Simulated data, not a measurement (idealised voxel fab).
process module | voxel lift off
Shown is cross-section cut, with a width of 155 nm and square cells of size 5 nm.
Square cells in a grid make up a cross-section in this document, and the grid is given as bands, listed from the top down, each one or more rows of cells. The entry gives the band's vertical extent as a top height and a bottom height in nm, then its horizontal make-up as materials from left to right, each with a width in nm. "air" stands for empty space; a single material marked "edge to edge" fills the band edge to edge. Counting heights begins at 0, where everything beneath is, in the wafer as received, one material. The lowest band has no bottom; it goes on downwards, as "top 0, no bottom" shows. The notation "30 to 40" denotes a width that varies across the rows of cells in the band, beginning at the first number in the top row, finishing at the second number in the bottom row, and changing by an identical amount from each row to the next. The designation "remained unchanged", where it is given for a processing step, indicates that no cell of the cross-section was altered in the course of that step. The label "Fully sealed cavities" introduces a list of the empty spaces, 8 cells or larger, that have no open way up to the top; each entry in it reads width x height at distance, where the distance is taken from the left edge and all three are stated in nm. after a step's settings: what the simulator itself notes on the step. "overlay nm" on a masked step: distance the mask lay right of its planned place, negative for left.
Process steps (planned)
1,RECEIVE,material Si
2,CONFORMAL_DEP,material Al2O3,thk nm 5
3,PATTERN,tone open,mask id LINES,material resist,width nm 15,pitch nm 30,thk nm 25,overlay nm 0
4,DIRECTIONAL_DEP,material Ru,thk nm 15
5,STRIP,etch materials resist
6,CONFORMAL_DEP,material SiO2,thk nm 5
Cross-section of the incoming wafer, state after step 1
- top 0, no bottom = Si edge to edge
- Fully sealed cavities: none
Post-module cross-section of the first of two wafers (run per plan)
- top 25, bottom 20 = air (20) | SiO2 (25) | air (5) | SiO2 (25) | air (5) | SiO2 (25) | air (5) | SiO2 (25) | air (20)
- top 20, bottom 10 = air (20) | SiO2 (5) | Ru (15) | SiO2 (5) | air (5) | SiO2 (5) | Ru (15) | SiO2 (5) | air (5) | SiO2 (5) | Ru (15) | SiO2 (5) | air (5) | SiO2 (5) | Ru (15) | SiO2 (5) | air (20)
- top 10, bottom 5 = SiO2 (25) | Ru (15) | SiO2 (15) | Ru (15) | SiO2 (15) | Ru (15) | SiO2 (15) | Ru (15) | SiO2 (25)
- top 5, bottom 0 = Al2O3 edge to edge
- top 0, no bottom = Si edge to edge
- Fully sealed cavities: none
This cross-section belongs to the second wafer of two at the end of the module; the start and the plan were shared with the first, and the run included one mistake
- top 10, bottom 5 = SiO2 edge to edge
- top 5, bottom 0 = Al2O3 edge to edge
- top 0, no bottom = Si edge to edge
- Fully sealed cavities: none
In executing the process, a mistake was made relative to the plan: step 4 was left out
The second wafer ends with more or fewer cells of some materials than the first, per final count: Ru: 36 fewer; SiO2: 24 fewer
